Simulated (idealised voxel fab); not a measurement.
The following is a process module called voxel gate over fins.
FYI the section here is cut, 235 nm wide, cells are 5 nm squares.
If you're reading a cross-section in this doc, picture square cells in a grid; it comes to you as bands, top ones listed first down to the bottom, and a band can be one or more rows of cells.
Within each band entry, the heights of the top and of the bottom of the band appear first, in that order and in nm; the materials of the band then follow from left to right, each with its corresponding width in nm. The designation "full width" on a single material indicates that it fills the band from edge to edge; the designation "blank" indicates empty space.
Measure heights from 0. That's the level where, below it, the as-received wafer is all one material. The lowest band is bottomless and extends downward; write it as in "0..down".
Width: "30->40" (first number = top row, second number = bottom row, same change from row to row of cells).
"no modification" (step): cross-section cells unchanged, all of them.
Heads up: "Unvented voids" only lists the empty pockets with no open path to the top that are 8 cells or more, and it writes them as width x height at distance, distance from the left edge, in nm.
Note: text after step settings on the step line = simulator remark on that step.
overlay nm: right-of-plan distance of the mask on a masked step; negative values mean left-of-plan.
Process steps (planned)
1: RECEIVE, material Si
2: CONFORMAL_DEP, material SiN, thk nm 5
3: PATTERN, tone cover, mask id FINS, material resist, width nm 15, pitch nm 35, thk nm 15, overlay nm 0
4: DIRECTIONAL_ETCH, etch materials SiN, depth nm 5
5: DIRECTIONAL_ETCH, etch materials Si, depth nm 35
6: STRIP, etch materials resist
7: FILL_DEP, material SiO2, thk nm 5
8: CMP, height nm 5
9: SELECTIVE_ETCH, etch materials SiO2, depth nm 15
10: STRIP, etch materials SiN
11: CONFORMAL_DEP, material HfO2, thk nm 5
12: CONFORMAL_DEP, material TiN, thk nm 5
13: FILL_DEP, material W, thk nm 10
14: CMP, height nm 15
15: CONFORMAL_DEP, material SiN, thk nm 5
First of two wafers, with the run carried out as planned
Cross-section: wafer on arrival = after step 1
    0..down: Si full width
    Unvented voids: none
After step 2, in cross-section
    5..0: SiN full width
    Below 0, no change.
After step 3, in cross-section
    20..5: 75 nm blank, 15 nm resist, 20 nm blank, 15 nm resist, 20 nm blank, 15 nm resist, 75 nm blank
    Below 5, no change.
After step 4, in cross-section
    20..5: 75 nm blank, 15 nm resist, 20 nm blank, 15 nm resist, 20 nm blank, 15 nm resist, 75 nm blank
    5..0: 75 nm blank, 15 nm SiN, 20 nm blank, 15 nm SiN, 20 nm blank, 15 nm SiN, 75 nm blank
    Below 0, no change.
After step 5, in cross-section
    20..5: 75 nm blank, 15 nm resist, 20 nm blank, 15 nm resist, 20 nm blank, 15 nm resist, 75 nm blank
    5..0: 75 nm blank, 15 nm SiN, 20 nm blank, 15 nm SiN, 20 nm blank, 15 nm SiN, 75 nm blank
    0..-35: 75 nm blank, 15 nm Si, 20 nm blank, 15 nm Si, 20 nm blank, 15 nm Si, 75 nm blank
    Below -35, no change.
After step 6, in cross-section
    5..0: 75 nm blank, 15 nm SiN, 20 nm blank, 15 nm SiN, 20 nm blank, 15 nm SiN, 75 nm blank
    Below 0, no change.
After step 7, in cross-section
    10..5: SiO2 full width
    5..0: 75 nm SiO2, 15 nm SiN, 20 nm SiO2, 15 nm SiN, 20 nm SiO2, 15 nm SiN, 75 nm SiO2
    0..-35: 75 nm SiO2, 15 nm Si, 20 nm SiO2, 15 nm Si, 20 nm SiO2, 15 nm Si, 75 nm SiO2
    Below -35, no change.
After step 8, in cross-section
    5..0: 75 nm SiO2, 15 nm SiN, 20 nm SiO2, 15 nm SiN, 20 nm SiO2, 15 nm SiN, 75 nm SiO2
    Below 0, no change.
After step 9, in cross-section
    5..0: 75 nm blank, 15 nm SiN, 20 nm blank, 15 nm SiN, 20 nm blank, 15 nm SiN, 75 nm blank
    0..-10: 75 nm blank, 15 nm Si, 20 nm blank, 15 nm Si, 20 nm blank, 15 nm Si, 75 nm blank
    Below -10, no change.
After step 10, in cross-section
    0..-10: 75 nm blank, 15 nm Si, 20 nm blank, 15 nm Si, 20 nm blank, 15 nm Si, 75 nm blank
    Below -10, no change.
After step 11, in cross-section
    5..0: 70 nm blank, 25 nm HfO2, 10 nm blank, 25 nm HfO2, 10 nm blank, 25 nm HfO2, 70 nm blank
    0..-5: 70 nm blank, 5 nm HfO2, 15 nm Si, 5 nm HfO2, 10 nm blank, 5 nm HfO2, 15 nm Si, 5 nm HfO2, 10 nm blank, 5 nm HfO2, 15 nm Si, 5 nm HfO2, 70 nm blank
    -5..-10: 75 nm HfO2, 15 nm Si, 20 nm HfO2, 15 nm Si, 20 nm HfO2, 15 nm Si, 75 nm HfO2
    Below -10, no change.
After step 12, in cross-section
    10..5: 65 nm blank, 105 nm TiN, 65 nm blank
    5..0: 65 nm blank, 5 nm TiN, 25 nm HfO2, 10 nm TiN, 25 nm HfO2, 10 nm TiN, 25 nm HfO2, 5 nm TiN, 65 nm blank
    0..-5: 70 nm TiN, 5 nm HfO2, 15 nm Si, 5 nm HfO2, 10 nm TiN, 5 nm HfO2, 15 nm Si, 5 nm HfO2, 10 nm TiN, 5 nm HfO2, 15 nm Si, 5 nm HfO2, 70 nm TiN
    Below -5, no change.
After step 13, in cross-section
    20..10: W full width
    10..5: 65 nm W, 105 nm TiN, 65 nm W
    5..0: 65 nm W, 5 nm TiN, 25 nm HfO2, 10 nm TiN, 25 nm HfO2, 10 nm TiN, 25 nm HfO2, 5 nm TiN, 65 nm W
    Below 0, no change.
After step 14, in cross-section
    15..10: W full width
    Below 10, no change.
After step 15, in cross-section
    20..15: SiN full width
    Below 15, no change.
Now the other wafer: same start, same recipe, but we messed up one thing when running it. Up to and including step 2 it's the same as the first one
Second wafer, sectioned view, at step 3's planned end time
    20..5: 75 nm blank, 20 nm resist, 15 nm blank, 20 nm resist, 15 nm blank, 20 nm resist, 70 nm blank
    Below 5, no change.
Second wafer, sectioned view, at step 4's planned end time
    20..5: 75 nm blank, 20 nm resist, 15 nm blank, 20 nm resist, 15 nm blank, 20 nm resist, 70 nm blank
    5..0: 75 nm blank, 20 nm SiN, 15 nm blank, 20 nm SiN, 15 nm blank, 20 nm SiN, 70 nm blank
    Below 0, no change.
Second wafer, sectioned view, at step 5's planned end time
    20..5: 75 nm blank, 20 nm resist, 15 nm blank, 20 nm resist, 15 nm blank, 20 nm resist, 70 nm blank
    5..0: 75 nm blank, 20 nm SiN, 15 nm blank, 20 nm SiN, 15 nm blank, 20 nm SiN, 70 nm blank
    0..-35: 75 nm blank, 20 nm Si, 15 nm blank, 20 nm Si, 15 nm blank, 20 nm Si, 70 nm blank
    Below -35, no change.
Second wafer, sectioned view, at step 6's planned end time
    5..0: 75 nm blank, 20 nm SiN, 15 nm blank, 20 nm SiN, 15 nm blank, 20 nm SiN, 70 nm blank
    Below 0, no change.
Second wafer, sectioned view, at step 7's planned end time
    10..5: SiO2 full width
    5..0: 75 nm SiO2, 20 nm SiN, 15 nm SiO2, 20 nm SiN, 15 nm SiO2, 20 nm SiN, 70 nm SiO2
    0..-35: 75 nm SiO2, 20 nm Si, 15 nm SiO2, 20 nm Si, 15 nm SiO2, 20 nm Si, 70 nm SiO2
    Below -35, no change.
Second wafer, sectioned view, at step 8's planned end time
    5..0: 75 nm SiO2, 20 nm SiN, 15 nm SiO2, 20 nm SiN, 15 nm SiO2, 20 nm SiN, 70 nm SiO2
    Below 0, no change.
Second wafer, sectioned view, at step 9's planned end time
    5..0: 75 nm blank, 20 nm SiN, 15 nm blank, 20 nm SiN, 15 nm blank, 20 nm SiN, 70 nm blank
    0..-10: 75 nm blank, 20 nm Si, 15 nm blank, 20 nm Si, 15 nm blank, 20 nm Si, 70 nm blank
    Below -10, no change.
Second wafer, sectioned view, at step 10's planned end time
    0..-10: 75 nm blank, 20 nm Si, 15 nm blank, 20 nm Si, 15 nm blank, 20 nm Si, 70 nm blank
    Below -10, no change.
Second wafer, sectioned view, at step 11's planned end time
    5..0: 70 nm blank, 30 nm HfO2, 5 nm blank, 30 nm HfO2, 5 nm blank, 30 nm HfO2, 65 nm blank
    0..-5: 70 nm blank, 5 nm HfO2, 20 nm Si, 5 nm HfO2, 5 nm blank, 5 nm HfO2, 20 nm Si, 5 nm HfO2, 5 nm blank, 5 nm HfO2, 20 nm Si, 5 nm HfO2, 65 nm blank
    -5..-10: 75 nm HfO2, 20 nm Si, 15 nm HfO2, 20 nm Si, 15 nm HfO2, 20 nm Si, 70 nm HfO2
    Below -10, no change.
Second wafer, sectioned view, at step 12's planned end time
    10..5: 65 nm blank, 110 nm TiN, 60 nm blank
    5..0: 65 nm blank, 5 nm TiN, 30 nm HfO2, 5 nm TiN, 30 nm HfO2, 5 nm TiN, 30 nm HfO2, 5 nm TiN, 60 nm blank
    0..-5: 70 nm TiN, 5 nm HfO2, 20 nm Si, 5 nm HfO2, 5 nm TiN, 5 nm HfO2, 20 nm Si, 5 nm HfO2, 5 nm TiN, 5 nm HfO2, 20 nm Si, 5 nm HfO2, 65 nm TiN
    Below -5, no change.
Second wafer, sectioned view, at step 13's planned end time
    20..10: W full width
    10..5: 65 nm W, 110 nm TiN, 60 nm W
    5..0: 65 nm W, 5 nm TiN, 30 nm HfO2, 5 nm TiN, 30 nm HfO2, 5 nm TiN, 30 nm HfO2, 5 nm TiN, 60 nm W
    Below 0, no change.
Second wafer, sectioned view, at step 14's planned end time
    15..10: W full width
    Below 10, no change.
Second wafer, sectioned view, at step 15's planned end time
    20..15: SiN full width
    Below 15, no change.
Want to know what went wrong? step 3 was run on a setting that differed from the plan, and what really ran there is PATTERN, tone cover, mask id FINS, material resist, width nm 20, pitch nm 35, thk nm 15, overlay nm 0
Materials where the second wafer ends with more or fewer cells than the first: Si +21; SiO2 -15; TiN -4; W -2
